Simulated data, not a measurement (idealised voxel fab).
The process module that follows is named voxel tone inversion.
Each square cell in cross-section cut measures 5 nm, and the section as a whole is 140 nm wide.
Notation: cross-section as square-cell grid; stated in bands, top first, going down; one or more cell rows per band.
In this notation a band is specified by the heights of its top and bottom, in that order and in nm, after which its materials appear from left to right, each paired with its width in nm. The word "edge to edge" attached to a single material means that material fills the band from edge to edge; the word "blank" stands for empty space.
Height reference: 0 = level under which incoming wafer is all one material. Lowest band: no bottom, runs on downward, e.g. "0 down".
Note: "30->40" means the width goes from the first number (top row of the band) to the second number (bottom row) in equal steps per row of cells.
"no alterations made" (step): cross-section cells unchanged, all of them.
"Voids, fully enclosed" lists enclosed empty spaces (at least 8 cells, no open path upward to the top), each as width x height at distance from the left edge, in nm.
That trailing text on a step's line, after the settings, is the simulator's own remark on the step.
Each step line may optionally specify "overlay nm", which for a step with a mask gives the rightward distance between the mask's planned place and where it lay, a negative value indicating the leftward direction.
[The planned process steps are enumerated hereunder]
1) RECEIVE [material Si]
2) CONFORMAL_DEP [material SiCN] [thk nm 5]
3) DIRECTIONAL_DEP [material aC] [thk nm 20]
4) PATTERN [tone cover] [mask id POSTS] [material resist] [width nm 25] [pitch nm 40] [thk nm 25] [overlay nm 0]
5) DIRECTIONAL_ETCH [etch materials aC] [depth nm 20]
6) STRIP [etch materials resist]
7) FILL_DEP [material lowk] [thk nm 10]
8) CMP [height nm 25]
9) STRIP [etch materials aC]
[Here's what the wafer looked like in cross-section when it arrived - that's after step 1]
> 0 down  Si edge to edge
> Voids, fully enclosed: none
[Cross-sectional result after module completion. Note: starting condition and plan are unchanged from above; one processing mistake was made]
> 25 to 5  20 of lowk, then 25 of blank, then 15 of lowk, then 25 of blank, then 15 of lowk, then 25 of blank, then 15 of lowk
> 5 to 0  SiCN edge to edge
> 0 down  Si edge to edge
> Voids, fully enclosed: none
Which mistake was made when the wafer was run? step 4 ran as: PATTERN [tone cover] [mask id POSTS] [material resist] [width nm 25] [pitch nm 40] [thk nm 25] [overlay nm 5]
